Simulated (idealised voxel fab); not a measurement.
process module | voxel self aligned contacts
cross-section cut | 180 nm wide | cells 5 nm
A cross-section is a grid of square cells, given in bands from the top down. A band is one or more rows of cells.
Each band's line starts with the height of the band's top and of its bottom, in nm. Then come its materials from left to right, each with its width in nm. One material with "throughout" fills the band from edge to edge. "air" is empty space.
Height 0 is the level under which the wafer as received is all one material. The lowest band goes on downwards, as in "0 down".
A width such as "30 to 40" changes by the same amount from each row of cells to the next, from the band's top row to its bottom row.
"no change" after a step means that no cell of the cross-section changed.
closed voids: empty space of 8 cells or more with no open way to the top, each as width x height at its distance from the left edge, in nm
after a step's settings: what the simulator itself notes on the step
overlay nm, on a step with a mask: how far to the right of its planned place the mask lay; to the left if negative
plan
1 op RECEIVE | material Si
2 op CONFORMAL_DEP | material SiO2 | thk nm 5
3 op DIRECTIONAL_DEP | material polySi | thk nm 30
4 op DIRECTIONAL_DEP | material SiN | thk nm 25
5 op PATTERN | tone cover | mask id GATE | material resist | width nm 25 | pitch nm 65 | thk nm 15 | overlay nm 0
6 op DIRECTIONAL_ETCH | etch materials SiN | depth nm 25
7 op DIRECTIONAL_ETCH | etch materials polySi | depth nm 30
8 op STRIP | etch materials resist
9 op CONFORMAL_DEP | material SiN | thk nm 10
10 op DIRECTIONAL_ETCH | etch materials SiN | depth nm 10
11 op FILL_DEP | material SiO2 | thk nm 10
12 op CMP | height nm 65
13 op PATTERN | tone open | mask id CONTACT | material resist | width nm 50 | thk nm 15 | overlay nm 0
14 op DIRECTIONAL_ETCH | etch materials SiO2 | depth nm 65
15 op STRIP | etch materials resist
16 op CONFORMAL_DEP | material TiN | thk nm 5
17 op FILL_DEP | material W | thk nm 10
18 op CMP | height nm 65
19 op CONFORMAL_DEP | material SiN | thk nm 5
as received, after step 1
  0 down: Si throughout
  closed voids: none
a wafer at the end: this start, this plan, one mistake
  70 to 65: SiN throughout
  65 to 45: SiO2 35 | SiN 45 | TiN 5 | W 10 | TiN 5 | SiN 45 | SiO2 35
  45 to 40: SiO2 35 | SiN 45 | TiN 20 | SiN 45 | SiO2 35
  40 to 35: SiN throughout
  35 to 5: polySi throughout
  5 to 0: SiO2 throughout
  0 down: Si throughout
  closed voids: none
what went wrong: step 4 ran as: op DIRECTIONAL_DEP | material SiN | thk nm 30
